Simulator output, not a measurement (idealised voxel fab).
Name of the process module below: voxel gate over fins
Each square cell in cross-section cut measures 5 nm, and the section as a whole is 140 nm wide.
The cross-sections in this document take the form of a grid made of square cells. They are written out as bands, in order from top to bottom. Each band consists of one or more rows of cells.
Band entry format. Leading values: height of top, height of bottom, nm. Remainder: materials in left-to-right order, each with its width in nm. Special words: "full width" on a single material, which then fills the band edge to edge; "blank", empty space.
Note: height 0 marks the level under which the wafer is uniformly one material as received. Lowest band unbounded below, written "0 down".
With a width like "30->40", each row of cells in the band differs from the next by the same amount, the top row carrying the first number and the bottom row the second.
You'll sometimes find "all unchanged" written for a step, and that's the way of saying that nowhere in the cross-section did a cell change during that step.
What "Closed voids list" gives you is every empty space of 8 cells or more that is cut off from the top. Each appears as width x height at distance, with the distance taken from the left edge and width, height and distance all in nm.
That trailing text on a step's line, after the settings, is the simulator's own remark on the step.
What "overlay nm" on a step's line means: if the step has a mask, that mask lay this far to the right of its planned place, or, when the value is negative, to the left.
[Process steps foreseen in the plan]
1) RECEIVE: material Si
2) CONFORMAL_DEP: material SiN, thk nm 5
3) DIRECTIONAL_DEP: material aC, thk nm 15
4) PATTERN: tone cover, mask id FINS, material resist, width nm 15, pitch nm 45, thk nm 30, overlay nm 0
5) DIRECTIONAL_ETCH: etch materials aC, depth nm 15
6) STRIP: etch materials resist
7) DIRECTIONAL_ETCH: etch materials SiN, depth nm 5
8) DIRECTIONAL_ETCH: etch materials Si, depth nm 40
9) STRIP: etch materials aC
10) FILL_DEP: material SiO2, thk nm 15
11) CMP: height nm 5
12) SELECTIVE_ETCH: etch materials SiO2, depth nm 20
13) STRIP: etch materials SiN
14) CONFORMAL_DEP: material HfO2, thk nm 5
15) CONFORMAL_DEP: material TiN, thk nm 5
16) FILL_DEP: material W, thk nm 10
17) CMP: height nm 15
18) CONFORMAL_DEP: material SiCN, thk nm 5
[Cross-section of the wafer upon arrival, representing the state reached after step 1]
* 0 down = Si full width
* Closed voids list: none
[Result of the module, cross-sectioned: start per above, plan per above, one error in how it was run]
* 20 to 15 = SiCN full width
* 15 to 10 = W full width
* 10 to 5 = 35 of W  35 of TiN  10 of W  35 of TiN  25 of W
* 5 to 0 = 35 of W  5 of TiN  25 of HfO2  5 of TiN  10 of W  5 of TiN  25 of HfO2  5 of TiN  25 of W
* 0 to -5 = 35 of W  5 of TiN  5 of HfO2  15 of Si  5 of HfO2  5 of TiN  10 of W  5 of TiN  5 of HfO2  15 of Si  5 of HfO2  5 of TiN  25 of W
* -5 to -10 = 40 of TiN  5 of HfO2  15 of Si  5 of HfO2  20 of TiN  5 of HfO2  15 of Si  5 of HfO2  30 of TiN
* -10 to -15 = 45 of HfO2  15 of Si  30 of HfO2  15 of Si  35 of HfO2
* -15 to -40 = 45 of SiO2  15 of Si  30 of SiO2  15 of Si  35 of SiO2
* -40 down = Si full width
* Closed voids list: none
Deviation from plan: it should be noted that step 4 was executed with settings other than those planned, the operation and settings actually applied being PATTERN: tone cover, mask id FINS, material resist, width nm 15, pitch nm 45, thk nm 30, overlay nm 5
